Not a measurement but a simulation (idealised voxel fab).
voxel self aligned vias: a process module
cross-section cut | 245 nm wide | cells 5 nm
In what follows, cross-sections appear as grids of square cells, described through bands that run from the top down, where every band is one or more rows of cells. Band entry format. Leading values: height of top, height of bottom, nm. Remainder: materials in left-to-right order, each with its width in nm. Special words: "full width" on a single material, which then fills the band edge to edge; "empty", empty space. A quick word on heights: they are counted from 0, and under that level the wafer as it came to us is one material throughout. The lowest band is different from the rest in having no bottom; it simply continues downward, written as in "0 nm and below". The width entry "30->40" should be interpreted row by row: the top row of cells in the band takes the first number, the bottom row takes the second number, and the change between adjacent rows is uniform throughout. What does "nothing altered" mean for a step? It means no cell of the cross-section changed in that step. Empty spaces without an open route to the top, at least 8 cells in extent, make up the entry "Closed void entries"; each is given as width x height at distance, where the distance is measured from the left edge, and all are in nm. Where a step's line continues beyond its settings, the continuation is a remark by the simulator itself on that step. You can add "overlay nm" to a step's line. For a step with a mask, it describes how far the mask lay to the right of its planned position, and a negative number describes a lay to the left.

BELOW IS THE LIST OF PLANNED PROCESS STEPS
step 1: RECEIVE | material Si
step 2: CONFORMAL_DEP | material SiO2 | thk nm 15
step 3: CONFORMAL_DEP | material SiCN | thk nm 5
step 4: DIRECTIONAL_DEP | material SiO2 | thk nm 20
step 5: MASKED_ETCH | tone open | mask id LINES | width nm 25 | pitch nm 60 | etch materials SiO2 | depth nm 20 | overlay nm 0
step 6: CONFORMAL_DEP | material TiN | thk nm 5
step 7: FILL_DEP | material W | thk nm 10
step 8: CMP | height nm 40
step 9: SELECTIVE_ETCH | etch materials W Ru TiN | depth nm 10
step 10: FILL_DEP | material SiN | thk nm 5
step 11: CMP | height nm 40
step 12: DIRECTIONAL_DEP | material SiO2 | thk nm 15
step 13: MASKED_ETCH | tone open | mask id VIAS | width nm 45 | pitch nm 60 | etch materials SiO2 | depth nm 15 | overlay nm 0
step 14: MASKED_ETCH | tone open | mask id VIAS | width nm 45 | pitch nm 60 | etch materials SiN | depth nm 10 | overlay nm 0
step 15: CONFORMAL_DEP | material TiN | thk nm 5
step 16: FILL_DEP | material Cu | thk nm 10
step 17: CMP | height nm 55
step 18: CONFORMAL_DEP | material SiCN | thk nm 5

THE FIRST WAFER OF TWO, PROCESSED AS PLANNED

CROSS-SECTION OF THE WAFER UPON ARRIVAL, REPRESENTING THE STATE REACHED AFTER STEP 1
0 nm and below | Si full width
Closed void entries: none

STEP 2 DONE - WAFER CROSS-SECTION
15 nm to 0 nm | SiO2 full width
For the remainder of the cross-section, below 0, there is no change.

STEP 3 DONE - WAFER CROSS-SECTION
20 nm to 15 nm | SiCN full width
For the remainder of the cross-section, below 15, there is no change.

STEP 4 DONE - WAFER CROSS-SECTION
40 nm to 20 nm | SiO2 full width
For the remainder of the cross-section, below 20, there is no change.

STEP 5 DONE - WAFER CROSS-SECTION
40 nm to 20 nm | SiO2: 80  empty: 25  SiO2: 35  empty: 25  SiO2: 80
For the remainder of the cross-section, below 20, there is no change.

STEP 6 DONE - WAFER CROSS-SECTION
45 nm to 40 nm | TiN: 85  empty: 15  TiN: 45  empty: 15  TiN: 85
40 nm to 25 nm | SiO2: 80  TiN: 5  empty: 15  TiN: 5  SiO2: 35  TiN: 5  empty: 15  TiN: 5  SiO2: 80
25 nm to 20 nm | SiO2: 80  TiN: 25  SiO2: 35  TiN: 25  SiO2: 80
For the remainder of the cross-section, below 20, there is no change.

STEP 7 DONE - WAFER CROSS-SECTION
55 nm to 45 nm | W full width
45 nm to 40 nm | TiN: 85  W: 15  TiN: 45  W: 15  TiN: 85
40 nm to 25 nm | SiO2: 80  TiN: 5  W: 15  TiN: 5  SiO2: 35  TiN: 5  W: 15  TiN: 5  SiO2: 80
For the remainder of the cross-section, below 25, there is no change.

STEP 8 DONE - WAFER CROSS-SECTION
40 nm to 25 nm | SiO2: 80  TiN: 5  W: 15  TiN: 5  SiO2: 35  TiN: 5  W: 15  TiN: 5  SiO2: 80
For the remainder of the cross-section, below 25, there is no change.

STEP 9 DONE - WAFER CROSS-SECTION
40 nm to 30 nm | SiO2: 80  empty: 25  SiO2: 35  empty: 25  SiO2: 80
For the remainder of the cross-section, below 30, there is no change.

STEP 10 DONE - WAFER CROSS-SECTION
45 nm to 40 nm | SiN full width
40 nm to 30 nm | SiO2: 80  SiN: 25  SiO2: 35  SiN: 25  SiO2: 80
For the remainder of the cross-section, below 30, there is no change.

STEP 11 DONE - WAFER CROSS-SECTION
40 nm to 30 nm | SiO2: 80  SiN: 25  SiO2: 35  SiN: 25  SiO2: 80
For the remainder of the cross-section, below 30, there is no change.

STEP 12 DONE - WAFER CROSS-SECTION
55 nm to 40 nm | SiO2 full width
For the remainder of the cross-section, below 40, there is no change.

STEP 13 DONE - WAFER CROSS-SECTION
55 nm to 40 nm | SiO2: 70  empty: 45  SiO2: 15  empty: 45  SiO2: 70
For the remainder of the cross-section, below 40, there is no change.

STEP 14 DONE - WAFER CROSS-SECTION
55 nm to 40 nm | SiO2: 70  empty: 45  SiO2: 15  empty: 45  SiO2: 70
40 nm to 30 nm | SiO2: 80  empty: 25  SiO2: 35  empty: 25  SiO2: 80
For the remainder of the cross-section, below 30, there is no change.

STEP 15 DONE - WAFER CROSS-SECTION
60 nm to 55 nm | TiN: 75  empty: 35  TiN: 25  empty: 35  TiN: 75
55 nm to 45 nm | SiO2: 70  TiN: 5  empty: 35  TiN: 5  SiO2: 15  TiN: 5  empty: 35  TiN: 5  SiO2: 70
45 nm to 35 nm | SiO2: 70->80  TiN: 15->5  empty: 15  TiN: 15->5  SiO2: 15->35  TiN: 15->5  empty: 15  TiN: 15->5  SiO2: 70->80
35 nm to 30 nm | SiO2: 80  TiN: 25  SiO2: 35  TiN: 25  SiO2: 80
For the remainder of the cross-section, below 30, there is no change.

STEP 16 DONE - WAFER CROSS-SECTION
70 nm to 60 nm | Cu full width
60 nm to 55 nm | TiN: 75  Cu: 35  TiN: 25  Cu: 35  TiN: 75
55 nm to 45 nm | SiO2: 70  TiN: 5  Cu: 35  TiN: 5  SiO2: 15  TiN: 5  Cu: 35  TiN: 5  SiO2: 70
45 nm to 35 nm | SiO2: 70->80  TiN: 15->5  Cu: 15  TiN: 15->5  SiO2: 15->35  TiN: 15->5  Cu: 15  TiN: 15->5  SiO2: 70->80
For the remainder of the cross-section, below 35, there is no change.

STEP 17 DONE - WAFER CROSS-SECTION
55 nm to 45 nm | SiO2: 70  TiN: 5  Cu: 35  TiN: 5  SiO2: 15  TiN: 5  Cu: 35  TiN: 5  SiO2: 70
For the remainder of the cross-section, below 45, there is no change.

STEP 18 DONE - WAFER CROSS-SECTION
60 nm to 55 nm | SiCN full width
For the remainder of the cross-section, below 55, there is no change.

WAFER TWO OF TWO - SAME STARTING POINT, SAME PROCESS PLAN, ONE MISTAKE IN EXECUTION; MATCHES WAFER ONE UP TO AND INCLUDING STEP 12

SECOND WAFER SHOWN IN CROSS-SECTION AT THE TIME STEP 13 WAS SLATED TO END
55 nm to 40 nm | empty: 70  SiO2: 45  empty: 15  SiO2: 45  empty: 70
For the remainder of the cross-section, below 40, there is no change.

Second wafer shown in cross-section at the time step 14 was slated to end: nothing altered

SECOND WAFER SHOWN IN CROSS-SECTION AT THE TIME STEP 15 WAS SLATED TO END
60 nm to 55 nm | empty: 65  TiN: 55  empty: 5  TiN: 55  empty: 65
55 nm to 45 nm | empty: 65  TiN: 5  SiO2: 45  TiN: 5  empty: 5  TiN: 5  SiO2: 45  TiN: 5  empty: 65
45 nm to 40 nm | TiN: 70  SiO2: 45  TiN: 15  SiO2: 45  TiN: 70
For the remainder of the cross-section, below 40, there is no change.

SECOND WAFER SHOWN IN CROSS-SECTION AT THE TIME STEP 16 WAS SLATED TO END
70 nm to 60 nm | Cu full width
60 nm to 55 nm | Cu: 65  TiN: 55  Cu: 5  TiN: 55  Cu: 65
55 nm to 45 nm | Cu: 65  TiN: 5  SiO2: 45  TiN: 5  Cu: 5  TiN: 5  SiO2: 45  TiN: 5  Cu: 65
For the remainder of the cross-section, below 45, there is no change.

SECOND WAFER SHOWN IN CROSS-SECTION AT THE TIME STEP 17 WAS SLATED TO END
55 nm to 45 nm | Cu: 65  TiN: 5  SiO2: 45  TiN: 5  Cu: 5  TiN: 5  SiO2: 45  TiN: 5  Cu: 65
For the remainder of the cross-section, below 45, there is no change.

SECOND WAFER SHOWN IN CROSS-SECTION AT THE TIME STEP 18 WAS SLATED TO END
60 nm to 55 nm | SiCN full width
For the remainder of the cross-section, below 55, there is no change.
Against the plan, the run slipped here: the process deviated at step 13: the operation and settings actually run there were MASKED_ETCH | tone cover | mask id VIAS | width nm 45 | pitch nm 60 | etch materials SiO2 | depth nm 15 | overlay nm 0
Looking at both finished wafers in cells, the second ends up ahead of or behind the first on some materials: Cu: 14 more; SiN: 20 more; SiO2: 39 fewer; TiN: 5 more
